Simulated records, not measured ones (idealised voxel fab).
The following is a process module called voxel wiring stack.
Each square cell in cross-section cut measures 5 nm, and the section as a whole is 215 nm wide.
A cross-section is a grid of square cells, given in bands from the top down. A band is one or more rows of cells.
Read a band's entry like this: the first values are the height of its top and the height of its bottom in nm, and what follows is the sequence of materials from left to right, each with its width in nm. Note that "blank" is empty space, and that a single material marked "edge to edge" reaches across the band from edge to edge.
Heights from 0 (as-received wafer is one material below). Bottom band endless downward, as "0..down".
A width given as "30..40" starts at the first number in the band's top row and ends at the second number in its bottom row, shifting by an equal amount at every step from row to row.
Step marked "all unchanged"? Then no cell in the cross-section changed in it.
Basically, "Closed void catalog" tells you about the enclosed voids: empty spaces with no open way to the top, 8 cells or bigger, each written width x height at distance, where distance is from the left edge, all in nm.
Note: text after step settings on the step line = simulator remark on that step.
For masked steps, "overlay nm" on the step line gives how far right of plan the mask actually lay; a minus sign means it lay to the left.

**Process steps foreseen in the plan**
1 RECEIVE | material Si
2 CONFORMAL_DEP | material SiO2 | thk nm 10
3 CONFORMAL_DEP | material SiN | thk nm 5
4 DIRECTIONAL_DEP | material SiO2 | thk nm 20
5 PATTERN | tone open | mask id METAL_1 | material resist | width nm 30 | pitch nm 50 | thk nm 15 | overlay nm 0
6 DIRECTIONAL_ETCH | etch materials SiO2 | depth nm 20
7 DIRECTIONAL_ETCH | etch materials SiN | depth nm 5
8 STRIP | etch materials resist
9 CONFORMAL_DEP | material TiN | thk nm 5
10 FILL_DEP | material W | thk nm 5
11 CMP | height nm 35
12 CONFORMAL_DEP | material SiCN | thk nm 5
13 DIRECTIONAL_DEP | material SiO2 | thk nm 10
14 DIRECTIONAL_DEP | material aC | thk nm 15
15 PATTERN | tone open | mask id PLUG_1 | material resist | width nm 15 | pitch nm 100 | thk nm 35 | overlay nm 0
16 DIRECTIONAL_ETCH | etch materials aC | depth nm 15
17 STRIP | etch materials resist
18 DIRECTIONAL_ETCH | etch materials SiO2 | depth nm 10
19 DIRECTIONAL_ETCH | etch materials SiCN | depth nm 5
20 STRIP | etch materials aC
21 EPI | material Ru | thk nm 10
22 EPI | material Ru | thk nm 5
23 DIRECTIONAL_DEP | material TiN | thk nm 5
24 DIRECTIONAL_DEP | material Ru | thk nm 25
25 PATTERN | tone cover | mask id METAL_2 | material resist | width nm 30 | pitch nm 50 | thk nm 15 | overlay nm 0
26 DIRECTIONAL_ETCH | etch materials Ru | depth nm 25
27 DIRECTIONAL_ETCH | etch materials TiN | depth nm 5
28 STRIP | etch materials resist
29 CONFORMAL_DEP | material SiN | thk nm 5
30 FILL_DEP | material SiO2 | thk nm 5
31 CMP | height nm 80
32 CONFORMAL_DEP | material SiCN | thk nm 5
33 DIRECTIONAL_DEP | material lowk | thk nm 25
34 DIRECTIONAL_DEP | material aC | thk nm 10
35 PATTERN | tone open | mask id METAL_3_HOLES | material resist | width nm 15 | pitch nm 50 | thk nm 30 | overlay nm 0
36 DIRECTIONAL_ETCH | etch materials aC | depth nm 10
37 STRIP | etch materials resist
38 DIRECTIONAL_ETCH | etch materials lowk | depth nm 25
39 STRIP | etch materials aC
40 DIRECTIONAL_DEP | material aC | thk nm 15
41 PATTERN | tone open | mask id METAL_3 | material resist | width nm 30 | pitch nm 50 | thk nm 35 | overlay nm 0
42 DIRECTIONAL_ETCH | etch materials aC | depth nm 15
43 STRIP | etch materials resist
44 DIRECTIONAL_ETCH | etch materials lowk | depth nm 15
45 DIRECTIONAL_ETCH | etch materials SiCN | depth nm 5
46 STRIP | etch materials aC
47 CONFORMAL_DEP | material TiN | thk nm 5
48 FILL_DEP | material Cu | thk nm 10
49 CMP | height nm 110
50 CONFORMAL_DEP | material SiCN | thk nm 5
51 DIRECTIONAL_DEP | material lowk | thk nm 15
52 PATTERN | tone open | mask id PLUG_3 | material resist | width nm 15 | pitch nm 50 | thk nm 20 | overlay nm 0
53 DIRECTIONAL_ETCH | etch materials lowk | depth nm 15
54 DIRECTIONAL_ETCH | etch materials SiCN | depth nm 5
55 STRIP | etch materials resist
56 CONFORMAL_DEP | material TiN | thk nm 5
57 FILL_DEP | material Ru | thk nm 5
58 CMP | height nm 130
59 CONFORMAL_DEP | material SiCN | thk nm 5
60 DIRECTIONAL_DEP | material SiO2 | thk nm 25
61 MASKED_ETCH | tone open | mask id METAL_4 | width nm 30 | pitch nm 50 | etch materials SiO2 | depth nm 25 | overlay nm 0
62 MASKED_ETCH | tone open | mask id METAL_4 | width nm 30 | pitch nm 50 | etch materials SiCN | depth nm 5 | overlay nm 0
63 CONFORMAL_DEP | material TiN | thk nm 5
64 FILL_DEP | material Cu | thk nm 10
65 CMP | height nm 160
66 EPI | material Ru | thk nm 5
67 FILL_DEP | material SiCN | thk nm 5

**Wafer cross-section on receipt, i.e. after step 1**
* 0..down | Si edge to edge
* Closed void catalog: none

**One mistake in running the module, otherwise start and plan as above: cross-section at the end**
* 165..160 | blank 35  Ru 40  blank 10  Ru 40  blank 10  Ru 40  blank 40
* 160..135 | SiO2 40  TiN 5  Cu 20  TiN 5  SiO2 20  TiN 5  Cu 20  TiN 5  SiO2 20  TiN 5  Cu 20  TiN 5  SiO2 45
* 135..130 | SiCN 40  TiN 30  SiCN 20  TiN 30  SiCN 20  TiN 30  SiCN 45
* 130..115 | lowk 40  TiN 5  Ru 5  TiN 5  lowk 35  TiN 5  Ru 5  TiN 5  lowk 35  TiN 5  Ru 5  TiN 5  lowk 60
* 115..110 | SiCN 40  TiN 15  SiCN 35  TiN 15  SiCN 35  TiN 15  SiCN 60
* 110..100 | lowk 40  TiN 5  Cu 20  TiN 5  lowk 20  TiN 5  Cu 20  TiN 5  lowk 20  TiN 5  Cu 20  TiN 5  lowk 45
* 100..95 | lowk 40  TiN 5  Cu 5  TiN 20  lowk 20  TiN 5  Cu 5  TiN 20  lowk 20  TiN 5  Cu 5  TiN 20  lowk 45
* 95..85 | lowk 40  TiN 5  Cu 5  TiN 5  lowk 35  TiN 5  Cu 5  TiN 5  lowk 35  TiN 5  Cu 5  TiN 5  lowk 60
* 85..80 | SiCN 40  TiN 15  SiCN 35  TiN 15  SiCN 35  TiN 15  SiCN 60
* 80..55 | SiO2 35  SiN 5  Ru 30  SiN 5  SiO2 10  SiN 5  Ru 30  SiN 5  SiO2 10  SiN 5  Ru 30  SiN 5  SiO2 40
* 55..50 | SiN 40  TiN 30  SiN 20  TiN 30  SiN 20  TiN 30  SiN 45
* 50..40 | SiO2 40  Ru 15  SiO2 85  Ru 15  SiO2 60
* 40..35 | SiCN 40  Ru 15  SiCN 85  Ru 15  SiCN 60
* 35..15 | SiO2 40  TiN 5  W 20  TiN 5  SiO2 20  TiN 5  W 20  TiN 5  SiO2 20  TiN 5  W 20  TiN 5  SiO2 45
* 15..10 | SiN 40  TiN 30  SiN 20  TiN 30  SiN 20  TiN 30  SiN 45
* 10..0 | SiO2 edge to edge
* 0..down | Si edge to edge
* Closed void catalog: none
Processing error: the plan's step 67 went unexecuted, having been skipped
